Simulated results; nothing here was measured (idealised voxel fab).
Process module name: voxel quadruple lines
Square cell edge 5 nm, section width 295 nm, ID cut.
Cross-section spec: square-cell grid; bands listed top down; each band is one or more rows. Quick guide to a band line: top height, bottom height (nm) up front; then every material left to right with its width in nm. Only one material and it's marked "edge to edge"? Then it fills the band edge to edge. And "empty" just means empty space. Zero point of the height axis is 0; under it, received wafer = one material. Lowest band: continues down indefinitely, "0 down". Top row gets the first number, bottom row gets the second, and each row in between changes by the same step: that is how a band width like "30 to 40" works. Where a step carries "identical to before", the cross-section came out of it unchanged, cell for cell. Basically, "Voids, sealed" tells you about the enclosed voids: empty spaces with no open way to the top, 8 cells or bigger, each written width x height at distance, where distance is from the left edge, all in nm. Heads up: the bit after the settings on a step's line is the simulator's remark on that step. A step's line can hold "overlay nm"; with a mask on that step, the setting says how far right of the planned place the mask lay, while a negative setting says it lay to the left. In what follows, pairs of cross-sections are presented, each taken before and after one process step, with the after cross-section shown only down to the lowest band that was altered; the step, together with its settings, is stated below the pair. The pairs may stem from different runs of this module on the same starting wafer; accordingly, a pair should be taken as continuing from the one above it solely where its entry headed "Pre-step section" indicates as much.
-- Pre-step section
0 down: Si edge to edge
Voids, sealed: none
-- Cross-Section After Step
5 to 0: Al2O3 edge to edge
Anything lower than 0 is untouched.
Voids, sealed: none
Transition step, before and after shown above: CONFORMAL_DEP,material Al2O3,thk nm 5
Pre-step section: no separate figure, the pair right above already shows it after its step.
-- Cross-Section After Step
20 to 5: TiN edge to edge
Anything lower than 5 is untouched.
Voids, sealed: none
Transition step, before and after shown above: DIRECTIONAL_DEP,material TiN,thk nm 15
Pre-step section: no separate figure, the pair right above already shows it after its step.
-- Cross-Section After Step
40 to 20: polySi edge to edge
Anything lower than 20 is untouched.
Voids, sealed: none
Transition step, before and after shown above: DIRECTIONAL_DEP,material polySi,thk nm 20
Pre-step section: no separate figure, the pair right above already shows it after its step.
-- Cross-Section After Step
60 to 40: aC edge to edge
Anything lower than 40 is untouched.
Voids, sealed: none
Transition step, before and after shown above: DIRECTIONAL_DEP,material aC,thk nm 20
Pre-step section: no separate figure, the pair right above already shows it after its step.
-- Cross-Section After Step
90 to 60: empty 130 / resist 30 / empty 135
Anything lower than 60 is untouched.
Voids, sealed: none
Transition step, before and after shown above: PATTERN,tone cover,mask id MANDREL,material resist,width nm 30,thk nm 30,overlay nm 0
Pre-step section: no separate figure, the pair right above already shows it after its step.
-- Cross-Section After Step
70 to 60: empty 130 / resist 30 / empty 135
60 to 40: empty 130 / aC 30 / empty 135
Anything lower than 40 is untouched.
Voids, sealed: none
Transition step, before and after shown above: DIRECTIONAL_ETCH,etch materials aC,depth nm 20
Pre-step section: no separate figure, the pair right above already shows it after its step.
-- Cross-Section After Step
60 to 40: empty 130 / aC 30 / empty 135
Anything lower than 40 is untouched.
Voids, sealed: none
Transition step, before and after shown above: STRIP,etch materials resist
Pre-step section: no separate figure, the pair right above already shows it after its step.
-- Cross-Section After Step
70 to 60: empty 120 / SiO2 50 / empty 125
60 to 50: empty 120 / SiO2 10 / aC 30 / SiO2 10 / empty 125
50 to 40: SiO2 130 / aC 30 / SiO2 135
Anything lower than 40 is untouched.
Voids, sealed: none
Transition step, before and after shown above: CONFORMAL_DEP,material SiO2,thk nm 10
Pre-step section: no separate figure, the pair right above already shows it after its step.
-- Cross-Section After Step
60 to 40: empty 120 / SiO2 10 / aC 30 / SiO2 10 / empty 125
Anything lower than 40 is untouched.
Voids, sealed: none
Transition step, before and after shown above: DIRECTIONAL_ETCH,etch materials SiO2,depth nm 10
Pre-step section: no separate figure, the pair right above already shows it after its step.
-- Cross-Section After Step
60 to 40: empty 120 / SiO2 10 / empty 30 / SiO2 10 / empty 125
Anything lower than 40 is untouched.
Voids, sealed: none
Transition step, before and after shown above: STRIP,etch materials aC
Pre-step section: no separate figure, the pair right above already shows it after its step.
-- Cross-Section After Step
60 to 40: empty 120 / SiO2 10 / empty 30 / SiO2 10 / empty 125
40 to 20: empty 120 / polySi 10 / empty 30 / polySi 10 / empty 125
Anything lower than 20 is untouched.
Voids, sealed: none
Transition step, before and after shown above: DIRECTIONAL_ETCH,etch materials polySi,depth nm 20
Pre-step section: no separate figure, the pair right above already shows it after its step.
-- Cross-Section After Step
40 to 20: empty 120 / polySi 10 / empty 30 / polySi 10 / empty 125
Anything lower than 20 is untouched.
Voids, sealed: none
Transition step, before and after shown above: STRIP,etch materials SiO2
Pre-step section: no separate figure, the pair right above already shows it after its step.
-- Cross-Section After Step
50 to 40: empty 110 / SiCN 30 / empty 10 / SiCN 30 / empty 115
40 to 30: empty 110 / SiCN 10 / polySi 10 / SiCN 10 / empty 10 / SiCN 10 / polySi 10 / SiCN 10 / empty 115
30 to 20: SiCN 120 / polySi 10 / SiCN 30 / polySi 10 / SiCN 125
Anything lower than 20 is untouched.
Voids, sealed: none
Transition step, before and after shown above: CONFORMAL_DEP,material SiCN,thk nm 10
Pre-step section: no separate figure, the pair right above already shows it after its step.
-- Cross-Section After Step
40 to 20: empty 110 / SiCN 10 / polySi 10 / SiCN 10 / empty 10 / SiCN 10 / polySi 10 / SiCN 10 / empty 115
Anything lower than 20 is untouched.
Voids, sealed: none
Transition step, before and after shown above: DIRECTIONAL_ETCH,etch materials SiCN,depth nm 10
Pre-step section: no separate figure, the pair right above already shows it after its step.
-- Cross-Section After Step
40 to 20: empty 110 / SiCN 10 / empty 10 / SiCN 10 / empty 10 / SiCN 10 / empty 10 / SiCN 10 / empty 115
Anything lower than 20 is untouched.
Voids, sealed: none
Transition step, before and after shown above: STRIP,etch materials polySi
Pre-step section: no separate figure, the pair right above already shows it after its step.
-- Cross-Section After Step
40 to 20: empty 110 / SiCN 10 / empty 10 / SiCN 10 / empty 10 / SiCN 10 / empty 10 / SiCN 10 / empty 115
20 to 5: empty 110 / TiN 10 / empty 10 / TiN 10 / empty 10 / TiN 10 / empty 10 / TiN 10 / empty 115
Anything lower than 5 is untouched.
Voids, sealed: none
Transition step, before and after shown above: DIRECTIONAL_ETCH,etch materials TiN,depth nm 15
Pre-step section: no separate figure, the pair right above already shows it after its step.
-- Cross-Section After Step
20 to 5: empty 110 / TiN 10 / empty 10 / TiN 10 / empty 10 / TiN 10 / empty 10 / TiN 10 / empty 115
Anything lower than 5 is untouched.
Voids, sealed: none
Transition step, before and after shown above: STRIP,etch materials SiCN
-- Pre-step section
0 down: Si edge to edge
Voids, sealed: none
-- Cross-Section After Step
15 to 0: TiN edge to edge
Anything lower than 0 is untouched.
Voids, sealed: none
Transition step, before and after shown above: DIRECTIONAL_DEP,material TiN,thk nm 15
Pre-step section: no separate figure, the pair right above already shows it after its step.
-- Cross-Section After Step
35 to 15: polySi edge to edge
Anything lower than 15 is untouched.
Voids, sealed: none
Transition step, before and after shown above: DIRECTIONAL_DEP,material polySi,thk nm 20
Pre-step section: no separate figure, the pair right above already shows it after its step.
-- Cross-Section After Step
55 to 35: aC edge to edge
Anything lower than 35 is untouched.
Voids, sealed: none
Transition step, before and after shown above: DIRECTIONAL_DEP,material aC,thk nm 20
Pre-step section: no separate figure, the pair right above already shows it after its step.
-- Cross-Section After Step
85 to 55: empty 130 / resist 30 / empty 135
Anything lower than 55 is untouched.
Voids, sealed: none
Transition step, before and after shown above: PATTERN,tone cover,mask id MANDREL,material resist,width nm 30,thk nm 30,overlay nm 0
Pre-step section: no separate figure, the pair right above already shows it after its step.
-- Cross-Section After Step
65 to 55: empty 130 / resist 30 / empty 135
55 to 35: empty 130 / aC 30 / empty 135
Anything lower than 35 is untouched.
Voids, sealed: none
Transition step, before and after shown above: DIRECTIONAL_ETCH,etch materials aC,depth nm 20
Pre-step section: no separate figure, the pair right above already shows it after its step.
-- Cross-Section After Step
55 to 35: empty 130 / aC 30 / empty 135
Anything lower than 35 is untouched.
Voids, sealed: none
Transition step, before and after shown above: STRIP,etch materials resist
Pre-step section: no separate figure, the pair right above already shows it after its step.
-- Cross-Section After Step
65 to 55: empty 120 / SiO2 50 / empty 125
55 to 45: empty 120 / SiO2 10 / aC 30 / SiO2 10 / empty 125
45 to 35: SiO2 130 / aC 30 / SiO2 135
Anything lower than 35 is untouched.
Voids, sealed: none
Transition step, before and after shown above: CONFORMAL_DEP,material SiO2,thk nm 10
Pre-step section: no separate figure, the pair right above already shows it after its step.
-- Cross-Section After Step
55 to 35: empty 120 / SiO2 10 / aC 30 / SiO2 10 / empty 125
Anything lower than 35 is untouched.
Voids, sealed: none
Transition step, before and after shown above: DIRECTIONAL_ETCH,etch materials SiO2,depth nm 10
Pre-step section: no separate figure, the pair right above already shows it after its step.
-- Cross-Section After Step
55 to 35: empty 120 / SiO2 10 / empty 30 / SiO2 10 / empty 125
Anything lower than 35 is untouched.
Voids, sealed: none
Transition step, before and after shown above: STRIP,etch materials aC
Pre-step section: no separate figure, the pair right above already shows it after its step.
-- Cross-Section After Step
55 to 35: empty 120 / SiO2 10 / empty 30 / SiO2 10 / empty 125
35 to 15: empty 120 / polySi 10 / empty 30 / polySi 10 / empty 125
Anything lower than 15 is untouched.
Voids, sealed: none
Transition step, before and after shown above: DIRECTIONAL_ETCH,etch materials polySi,depth nm 20
Pre-step section: no separate figure, the pair right above already shows it after its step.
-- Cross-Section After Step
35 to 15: empty 120 / polySi 10 / empty 30 / polySi 10 / empty 125
Anything lower than 15 is untouched.
Voids, sealed: none
Transition step, before and after shown above: STRIP,etch materials SiO2
Pre-step section: no separate figure, the pair right above already shows it after its step.
-- Cross-Section After Step
45 to 35: empty 110 / SiCN 30 / empty 10 / SiCN 30 / empty 115
35 to 25: empty 110 / SiCN 10 / polySi 10 / SiCN 10 / empty 10 / SiCN 10 / polySi 10 / SiCN 10 / empty 115
25 to 15: SiCN 120 / polySi 10 / SiCN 30 / polySi 10 / SiCN 125
Anything lower than 15 is untouched.
Voids, sealed: none
Transition step, before and after shown above: CONFORMAL_DEP,material SiCN,thk nm 10
Pre-step section: no separate figure, the pair right above already shows it after its step.
-- Cross-Section After Step
35 to 15: empty 110 / SiCN 10 / polySi 10 / SiCN 10 / empty 10 / SiCN 10 / polySi 10 / SiCN 10 / empty 115
Anything lower than 15 is untouched.
Voids, sealed: none
Transition step, before and after shown above: DIRECTIONAL_ETCH,etch materials SiCN,depth nm 10
Pre-step section: no separate figure, the pair right above already shows it after its step.
-- Cross-Section After Step
35 to 15: empty 110 / SiCN 10 / empty 10 / SiCN 10 / empty 10 / SiCN 10 / empty 10 / SiCN 10 / empty 115
Anything lower than 15 is untouched.
Voids, sealed: none
Transition step, before and after shown above: STRIP,etch materials polySi
Pre-step section: no separate figure, the pair right above already shows it after its step.
-- Cross-Section After Step
35 to 15: empty 110 / SiCN 10 / empty 10 / SiCN 10 / empty 10 / SiCN 10 / empty 10 / SiCN 10 / empty 115
15 to 0: empty 110 / TiN 10 / empty 10 / TiN 10 / empty 10 / TiN 10 / empty 10 / TiN 10 / empty 115
Anything lower than 0 is untouched.
Voids, sealed: none
Transition step, before and after shown above: DIRECTIONAL_ETCH,etch materials TiN,depth nm 15
Pre-step section: no separate figure, the pair right above already shows it after its step.
-- Cross-Section After Step
15 to 0: empty 110 / TiN 10 / empty 10 / TiN 10 / empty 10 / TiN 10 / empty 10 / TiN 10 / empty 115
Anything lower than 0 is untouched.
Voids, sealed: none
Transition step, before and after shown above: STRIP,etch materials SiCN
-- Pre-step section
20 to 5: TiN edge to edge
5 to 0: Al2O3 edge to edge
0 down: Si edge to edge
Voids, sealed: none
-- Cross-Section After Step
35 to 5: TiN edge to edge
Anything lower than 5 is untouched.
Voids, sealed: none
Transition step, before and after shown above: DIRECTIONAL_DEP,material TiN,thk nm 15
Pre-step section: no separate figure, the pair right above already shows it after its step.
-- Cross-Section After Step
55 to 35: polySi edge to edge
Anything lower than 35 is untouched.
Voids, sealed: none
Transition step, before and after shown above: DIRECTIONAL_DEP,material polySi,thk nm 20
Pre-step section: no separate figure, the pair right above already shows it after its step.
-- Cross-Section After Step
75 to 55: aC edge to edge
Anything lower than 55 is untouched.
Voids, sealed: none
Transition step, before and after shown above: DIRECTIONAL_DEP,material aC,thk nm 20
Pre-step section: no separate figure, the pair right above already shows it after its step.
-- Cross-Section After Step
105 to 75: empty 130 / resist 30 / empty 135
Anything lower than 75 is untouched.
Voids, sealed: none
Transition step, before and after shown above: PATTERN,tone cover,mask id MANDREL,material resist,width nm 30,thk nm 30,overlay nm 0
Pre-step section: no separate figure, the pair right above already shows it after its step.
-- Cross-Section After Step
85 to 75: empty 130 / resist 30 / empty 135
75 to 55: empty 130 / aC 30 / empty 135
Anything lower than 55 is untouched.
Voids, sealed: none
Transition step, before and after shown above: DIRECTIONAL_ETCH,etch materials aC,depth nm 20
Pre-step section: no separate figure, the pair right above already shows it after its step.
-- Cross-Section After Step
75 to 55: empty 130 / aC 30 / empty 135
Anything lower than 55 is untouched.
Voids, sealed: none
Transition step, before and after shown above: STRIP,etch materials resist
Pre-step section: no separate figure, the pair right above already shows it after its step.
-- Cross-Section After Step
85 to 75: empty 120 / SiO2 50 / empty 125
75 to 65: empty 120 / SiO2 10 / aC 30 / SiO2 10 / empty 125
65 to 55: SiO2 130 / aC 30 / SiO2 135
Anything lower than 55 is untouched.
Voids, sealed: none
Transition step, before and after shown above: CONFORMAL_DEP,material SiO2,thk nm 10
Pre-step section: no separate figure, the pair right above already shows it after its step.
-- Cross-Section After Step
75 to 55: empty 120 / SiO2 10 / aC 30 / SiO2 10 / empty 125
Anything lower than 55 is untouched.
Voids, sealed: none
Transition step, before and after shown above: DIRECTIONAL_ETCH,etch materials SiO2,depth nm 10
Pre-step section: no separate figure, the pair right above already shows it after its step.
-- Cross-Section After Step
75 to 55: empty 120 / SiO2 10 / empty 30 / SiO2 10 / empty 125
Anything lower than 55 is untouched.
Voids, sealed: none
Transition step, before and after shown above: STRIP,etch materials aC
Pre-step section: no separate figure, the pair right above already shows it after its step.
-- Cross-Section After Step
75 to 55: empty 120 / SiO2 10 / empty 30 / SiO2 10 / empty 125
55 to 35: empty 120 / polySi 10 / empty 30 / polySi 10 / empty 125
Anything lower than 35 is untouched.
Voids, sealed: none
Transition step, before and after shown above: DIRECTIONAL_ETCH,etch materials polySi,depth nm 20
Pre-step section: no separate figure, the pair right above already shows it after its step.
-- Cross-Section After Step
55 to 35: empty 120 / polySi 10 / empty 30 / polySi 10 / empty 125
Anything lower than 35 is untouched.
Voids, sealed: none
Transition step, before and after shown above: STRIP,etch materials SiO2
Pre-step section: no separate figure, the pair right above already shows it after its step.
-- Cross-Section After Step
65 to 55: empty 110 / SiCN 30 / empty 10 / SiCN 30 / empty 115
55 to 45: empty 110 / SiCN 10 / polySi 10 / SiCN 10 / empty 10 / SiCN 10 / polySi 10 / SiCN 10 / empty 115
45 to 35: SiCN 120 / polySi 10 / SiCN 30 / polySi 10 / SiCN 125
Anything lower than 35 is untouched.
Voids, sealed: none
Transition step, before and after shown above: CONFORMAL_DEP,material SiCN,thk nm 10
Pre-step section: no separate figure, the pair right above already shows it after its step.
-- Cross-Section After Step
55 to 35: empty 110 / SiCN 10 / polySi 10 / SiCN 10 / empty 10 / SiCN 10 / polySi 10 / SiCN 10 / empty 115
Anything lower than 35 is untouched.
Voids, sealed: none
Transition step, before and after shown above: DIRECTIONAL_ETCH,etch materials SiCN,depth nm 10
Pre-step section: no separate figure, the pair right above already shows it after its step.
-- Cross-Section After Step
55 to 35: empty 110 / SiCN 10 / empty 10 / SiCN 10 / empty 10 / SiCN 10 / empty 10 / SiCN 10 / empty 115
Anything lower than 35 is untouched.
Voids, sealed: none
Transition step, before and after shown above: STRIP,etch materials polySi
Pre-step section: no separate figure, the pair right above already shows it after its step.
-- Cross-Section After Step
55 to 35: empty 110 / SiCN 10 / empty 10 / SiCN 10 / empty 10 / SiCN 10 / empty 10 / SiCN 10 / empty 115
35 to 20: empty 110 / TiN 10 / empty 10 / TiN 10 / empty 10 / TiN 10 / empty 10 / TiN 10 / empty 115
Anything lower than 20 is untouched.
Voids, sealed: none
Transition step, before and after shown above: DIRECTIONAL_ETCH,etch materials TiN,depth nm 15
Pre-step section: no separate figure, the pair right above already shows it after its step.
-- Cross-Section After Step
35 to 20: empty 110 / TiN 10 / empty 10 / TiN 10 / empty 10 / TiN 10 / empty 10 / TiN 10 / empty 115
Anything lower than 20 is untouched.
Voids, sealed: none
Transition step, before and after shown above: STRIP,etch materials SiCN
-- Pre-step section
40 to 20: empty 110 / SiCN 10 / polySi 10 / SiCN 10 / empty 10 / SiCN 10 / polySi 10 / SiCN 10 / empty 115
20 to 5: TiN edge to edge
5 to 0: Al2O3 edge to edge
0 down: Si edge to edge
Voids, sealed: none
-- Cross-Section After Step
40 to 20: empty 110 / SiCN 10 / polySi 10 / SiCN 10 / empty 10 / SiCN 10 / polySi 10 / SiCN 10 / empty 115
20 to 5: empty 110 / TiN 30 / empty 10 / TiN 30 / empty 115
Anything lower than 5 is untouched.
Voids, sealed: none
Transition step, before and after shown above: DIRECTIONAL_ETCH,etch materials TiN,depth nm 15
Pre-step section: no separate figure, the pair right above already shows it after its step.
-- Cross-Section After Step
40 to 20: empty 110 / SiCN 10 / empty 10 / SiCN 10 / empty 10 / SiCN 10 / empty 10 / SiCN 10 / empty 115
Anything lower than 20 is untouched.
Voids, sealed: none
Transition step, before and after shown above: STRIP,etch materials polySi
Pre-step section: no separate figure, the pair right above already shows it after its step.
-- Cross-Section After Step
20 to 5: empty 110 / TiN 30 / empty 10 / TiN 30 / empty 115
Anything lower than 5 is untouched.
Voids, sealed: none
Transition step, before and after shown above: STRIP,etch materials SiCN
-- Pre-step section
5 to 0: Al2O3 edge to edge
0 down: Si edge to edge
Voids, sealed: none
-- Cross-Section After Step
25 to 5: TiN edge to edge
Anything lower than 5 is untouched.
Voids, sealed: none
Transition step, before and after shown above: DIRECTIONAL_DEP,material TiN,thk nm 20
Pre-step section: no separate figure, the pair right above already shows it after its step.
-- Cross-Section After Step
45 to 25: polySi edge to edge
Anything lower than 25 is untouched.
Voids, sealed: none
Transition step, before and after shown above: DIRECTIONAL_DEP,material polySi,thk nm 20
Pre-step section: no separate figure, the pair right above already shows it after its step.
-- Cross-Section After Step
65 to 45: aC edge to edge
Anything lower than 45 is untouched.
Voids, sealed: none
Transition step, before and after shown above: DIRECTIONAL_DEP,material aC,thk nm 20
Pre-step section: no separate figure, the pair right above already shows it after its step.
-- Cross-Section After Step
95 to 65: empty 130 / resist 30 / empty 135
Anything lower than 65 is untouched.
Voids, sealed: none
Transition step, before and after shown above: PATTERN,tone cover,mask id MANDREL,material resist,width nm 30,thk nm 30,overlay nm 0
Pre-step section: no separate figure, the pair right above already shows it after its step.
-- Cross-Section After Step
75 to 65: empty 130 / resist 30 / empty 135
65 to 45: empty 130 / aC 30 / empty 135
Anything lower than 45 is untouched.
Voids, sealed: none
Transition step, before and after shown above: DIRECTIONAL_ETCH,etch materials aC,depth nm 20
Pre-step section: no separate figure, the pair right above already shows it after its step.
-- Cross-Section After Step
65 to 45: empty 130 / aC 30 / empty 135
Anything lower than 45 is untouched.
Voids, sealed: none
Transition step, before and after shown above: STRIP,etch materials resist
Pre-step section: no separate figure, the pair right above already shows it after its step.
-- Cross-Section After Step
75 to 65: empty 120 / SiO2 50 / empty 125
65 to 55: empty 120 / SiO2 10 / aC 30 / SiO2 10 / empty 125
55 to 45: SiO2 130 / aC 30 / SiO2 135
Anything lower than 45 is untouched.
Voids, sealed: none
Transition step, before and after shown above: CONFORMAL_DEP,material SiO2,thk nm 10
Pre-step section: no separate figure, the pair right above already shows it after its step.
-- Cross-Section After Step
65 to 45: empty 120 / SiO2 10 / aC 30 / SiO2 10 / empty 125
Anything lower than 45 is untouched.
Voids, sealed: none
Transition step, before and after shown above: DIRECTIONAL_ETCH,etch materials SiO2,depth nm 10
Pre-step section: no separate figure, the pair right above already shows it after its step.
-- Cross-Section After Step
65 to 45: empty 120 / SiO2 10 / empty 30 / SiO2 10 / empty 125
Anything lower than 45 is untouched.
Voids, sealed: none
Transition step, before and after shown above: STRIP,etch materials aC
Pre-step section: no separate figure, the pair right above already shows it after its step.
-- Cross-Section After Step
65 to 45: empty 120 / SiO2 10 / empty 30 / SiO2 10 / empty 125
45 to 25: empty 120 / polySi 10 / empty 30 / polySi 10 / empty 125
Anything lower than 25 is untouched.
Voids, sealed: none
Transition step, before and after shown above: DIRECTIONAL_ETCH,etch materials polySi,depth nm 20
Pre-step section: no separate figure, the pair right above already shows it after its step.
-- Cross-Section After Step
45 to 25: empty 120 / polySi 10 / empty 30 / polySi 10 / empty 125
Anything lower than 25 is untouched.
Voids, sealed: none
Transition step, before and after shown above: STRIP,etch materials SiO2
Pre-step section: no separate figure, the pair right above already shows it after its step.
-- Cross-Section After Step
55 to 45: empty 110 / SiCN 30 / empty 10 / SiCN 30 / empty 115
45 to 35: empty 110 / SiCN 10 / polySi 10 / SiCN 10 / empty 10 / SiCN 10 / polySi 10 / SiCN 10 / empty 115
35 to 25: SiCN 120 / polySi 10 / SiCN 30 / polySi 10 / SiCN 125
Anything lower than 25 is untouched.
Voids, sealed: none
Transition step, before and after shown above: CONFORMAL_DEP,material SiCN,thk nm 10
Pre-step section: no separate figure, the pair right above already shows it after its step.
-- Cross-Section After Step
45 to 25: empty 110 / SiCN 10 / polySi 10 / SiCN 10 / empty 10 / SiCN 10 / polySi 10 / SiCN 10 / empty 115
Anything lower than 25 is untouched.
Voids, sealed: none
Transition step, before and after shown above: DIRECTIONAL_ETCH,etch materials SiCN,depth nm 10
Pre-step section: no separate figure, the pair right above already shows it after its step.
-- Cross-Section After Step
45 to 25: empty 110 / SiCN 10 / empty 10 / SiCN 10 / empty 10 / SiCN 10 / empty 10 / SiCN 10 / empty 115
Anything lower than 25 is untouched.
Voids, sealed: none
Transition step, before and after shown above: STRIP,etch materials polySi
Pre-step section: no separate figure, the pair right above already shows it after its step.
-- Cross-Section After Step
45 to 25: empty 110 / SiCN 10 / empty 10 / SiCN 10 / empty 10 / SiCN 10 / empty 10 / SiCN 10 / empty 115
25 to 10: empty 110 / TiN 10 / empty 10 / TiN 10 / empty 10 / TiN 10 / empty 10 / TiN 10 / empty 115
Anything lower than 10 is untouched.
Voids, sealed: none
Transition step, before and after shown above: DIRECTIONAL_ETCH,etch materials TiN,depth nm 15
Pre-step section: no separate figure, the pair right above already shows it after its step.
-- Cross-Section After Step
25 to 10: empty 110 / TiN 10 / empty 10 / TiN 10 / empty 10 / TiN 10 / empty 10 / TiN 10 / empty 115
Anything lower than 10 is untouched.
Voids, sealed: none
Transition step, before and after shown above: STRIP,etch materials SiCN
-- Pre-step section
60 to 40: aC edge to edge
40 to 20: polySi edge to edge
20 to 5: TiN edge to edge
5 to 0: Al2O3 edge to edge
0 down: Si edge to edge
Voids, sealed: none
-- Cross-Section After Step
90 to 60: empty 130 / resist 35 / empty 130
Anything lower than 60 is untouched.
Voids, sealed: none
Transition step, before and after shown above: PATTERN,tone cover,mask id MANDREL,material resist,width nm 35,thk nm 30,overlay nm 0
Pre-step section: no separate figure, the pair right above already shows it after its step.
-- Cross-Section After Step
70 to 60: empty 130 / resist 35 / empty 130
60 to 40: empty 130 / aC 35 / empty 130
Anything lower than 40 is untouched.
Voids, sealed: none
Transition step, before and after shown above: DIRECTIONAL_ETCH,etch materials aC,depth nm 20
Pre-step section: no separate figure, the pair right above already shows it after its step.
-- Cross-Section After Step
60 to 40: empty 130 / aC 35 / empty 130
Anything lower than 40 is untouched.
Voids, sealed: none
Transition step, before and after shown above: STRIP,etch materials resist
Pre-step section: no separate figure, the pair right above already shows it after its step.
-- Cross-Section After Step
70 to 60: empty 120 / SiO2 55 / empty 120
60 to 50: empty 120 / SiO2 10 / aC 35 / SiO2 10 / empty 120
50 to 40: SiO2 130 / aC 35 / SiO2 130
Anything lower than 40 is untouched.
Voids, sealed: none
Transition step, before and after shown above: CONFORMAL_DEP,material SiO2,thk nm 10
Pre-step section: no separate figure, the pair right above already shows it after its step.
-- Cross-Section After Step
60 to 40: empty 120 / SiO2 10 / aC 35 / SiO2 10 / empty 120
Anything lower than 40 is untouched.
Voids, sealed: none
Transition step, before and after shown above: DIRECTIONAL_ETCH,etch materials SiO2,depth nm 10
Pre-step section: no separate figure, the pair right above already shows it after its step.
-- Cross-Section After Step
60 to 40: empty 120 / SiO2 10 / empty 35 / SiO2 10 / empty 120
Anything lower than 40 is untouched.
Voids, sealed: none
Transition step, before and after shown above: STRIP,etch materials aC
Pre-step section: no separate figure, the pair right above already shows it after its step.
-- Cross-Section After Step
60 to 40: empty 120 / SiO2 10 / empty 35 / SiO2 10 / empty 120
40 to 20: empty 120 / polySi 10 / empty 35 / polySi 10 / empty 120
Anything lower than 20 is untouched.
Voids, sealed: none
Transition step, before and after shown above: DIRECTIONAL_ETCH,etch materials polySi,depth nm 20
Pre-step section: no separate figure, the pair right above already shows it after its step.
-- Cross-Section After Step
40 to 20: empty 120 / polySi 10 / empty 35 / polySi 10 / empty 120
Anything lower than 20 is untouched.
Voids, sealed: none
Transition step, before and after shown above: STRIP,etch materials SiO2
Pre-step section: no separate figure, the pair right above already shows it after its step.
-- Cross-Section After Step
50 to 40: empty 110 / SiCN 30 / empty 15 / SiCN 30 / empty 110
40 to 30: empty 110 / SiCN 10 / polySi 10 / SiCN 10 / empty 15 / SiCN 10 / polySi 10 / SiCN 10 / empty 110
30 to 20: SiCN 120 / polySi 10 / SiCN 35 / polySi 10 / SiCN 120
Anything lower than 20 is untouched.
Voids, sealed: none
Transition step, before and after shown above: CONFORMAL_DEP,material SiCN,thk nm 10
Pre-step section: no separate figure, the pair right above already shows it after its step.
-- Cross-Section After Step
40 to 20: empty 110 / SiCN 10 / polySi 10 / SiCN 10 / empty 15 / SiCN 10 / polySi 10 / SiCN 10 / empty 110
Anything lower than 20 is untouched.
Voids, sealed: none
Transition step, before and after shown above: DIRECTIONAL_ETCH,etch materials SiCN,depth nm 10
Pre-step section: no separate figure, the pair right above already shows it after its step.
-- Cross-Section After Step
40 to 20: empty 110 / SiCN 10 / empty 10 / SiCN 10 / empty 15 / SiCN 10 / empty 10 / SiCN 10 / empty 110
Anything lower than 20 is untouched.
Voids, sealed: none
Transition step, before and after shown above: STRIP,etch materials polySi
Pre-step section: no separate figure, the pair right above already shows it after its step.
-- Cross-Section After Step
40 to 20: empty 110 / SiCN 10 / empty 10 / SiCN 10 / empty 15 / SiCN 10 / empty 10 / SiCN 10 / empty 110
20 to 5: empty 110 / TiN 10 / empty 10 / TiN 10 / empty 15 / TiN 10 / empty 10 / TiN 10 / empty 110
Anything lower than 5 is untouched.
Voids, sealed: none
Transition step, before and after shown above: DIRECTIONAL_ETCH,etch materials TiN,depth nm 15
Pre-step section: no separate figure, the pair right above already shows it after its step.
-- Cross-Section After Step
20 to 5: empty 110 / TiN 10 / empty 10 / TiN 10 / empty 15 / TiN 10 / empty 10 / TiN 10 / empty 110
Anything lower than 5 is untouched.
Voids, sealed: none
Transition step, before and after shown above: STRIP,etch materials SiCN
-- Pre-step section
60 to 40: aC edge to edge
40 to 20: polySi edge to edge
20 to 5: TiN edge to edge
5 to 0: Al2O3 edge to edge
0 down: Si edge to edge
Voids, sealed: none
-- Cross-Section After Step
90 to 60: empty 120 / resist 30 / empty 145
Anything lower than 60 is untouched.
Voids, sealed: none
Transition step, before and after shown above: PATTERN,tone cover,mask id MANDREL,material resist,width nm 30,thk nm 30,overlay nm -10
Pre-step section: no separate figure, the pair right above already shows it after its step.
-- Cross-Section After Step
70 to 60: empty 120 / resist 30 / empty 145
60 to 40: empty 120 / aC 30 / empty 145
Anything lower than 40 is untouched.
Voids, sealed: none
Transition step, before and after shown above: DIRECTIONAL_ETCH,etch materials aC,depth nm 20
Pre-step section: no separate figure, the pair right above already shows it after its step.
-- Cross-Section After Step
60 to 40: empty 120 / aC 30 / empty 145
Anything lower than 40 is untouched.
Voids, sealed: none
Transition step, before and after shown above: STRIP,etch materials resist
Pre-step section: no separate figure, the pair right above already shows it after its step.
-- Cross-Section After Step
70 to 60: empty 110 / SiO2 50 / empty 135
60 to 50: empty 110 / SiO2 10 / aC 30 / SiO2 10 / empty 135
50 to 40: SiO2 120 / aC 30 / SiO2 145
Anything lower than 40 is untouched.
Voids, sealed: none
Transition step, before and after shown above: CONFORMAL_DEP,material SiO2,thk nm 10
Pre-step section: no separate figure, the pair right above already shows it after its step.
-- Cross-Section After Step
60 to 40: empty 110 / SiO2 10 / aC 30 / SiO2 10 / empty 135
Anything lower than 40 is untouched.
Voids, sealed: none
Transition step, before and after shown above: DIRECTIONAL_ETCH,etch materials SiO2,depth nm 10
Pre-step section: no separate figure, the pair right above already shows it after its step.
-- Cross-Section After Step
60 to 40: empty 110 / SiO2 10 / empty 30 / SiO2 10 / empty 135
Anything lower than 40 is untouched.
Voids, sealed: none
Transition step, before and after shown above: STRIP,etch materials aC
Pre-step section: no separate figure, the pair right above already shows it after its step.
-- Cross-Section After Step
60 to 40: empty 110 / SiO2 10 / empty 30 / SiO2 10 / empty 135
40 to 20: empty 110 / polySi 10 / empty 30 / polySi 10 / empty 135
Anything lower than 20 is untouched.
Voids, sealed: none
Transition step, before and after shown above: DIRECTIONAL_ETCH,etch materials polySi,depth nm 20
Pre-step section: no separate figure, the pair right above already shows it after its step.
-- Cross-Section After Step
40 to 20: empty 110 / polySi 10 / empty 30 / polySi 10 / empty 135
Anything lower than 20 is untouched.
Voids, sealed: none
Transition step, before and after shown above: STRIP,etch materials SiO2
Pre-step section: no separate figure, the pair right above already shows it after its step.
-- Cross-Section After Step
50 to 40: empty 100 / SiCN 30 / empty 10 / SiCN 30 / empty 125
40 to 30: empty 100 / SiCN 10 / polySi 10 / SiCN 10 / empty 10 / SiCN 10 / polySi 10 / SiCN 10 / empty 125
30 to 20: SiCN 110 / polySi 10 / SiCN 30 / polySi 10 / SiCN 135
Anything lower than 20 is untouched.
Voids, sealed: none
Transition step, before and after shown above: CONFORMAL_DEP,material SiCN,thk nm 10
Pre-step section: no separate figure, the pair right above already shows it after its step.
-- Cross-Section After Step
40 to 20: empty 100 / SiCN 10 / polySi 10 / SiCN 10 / empty 10 / SiCN 10 / polySi 10 / SiCN 10 / empty 125
Anything lower than 20 is untouched.
Voids, sealed: none
Transition step, before and after shown above: DIRECTIONAL_ETCH,etch materials SiCN,depth nm 10
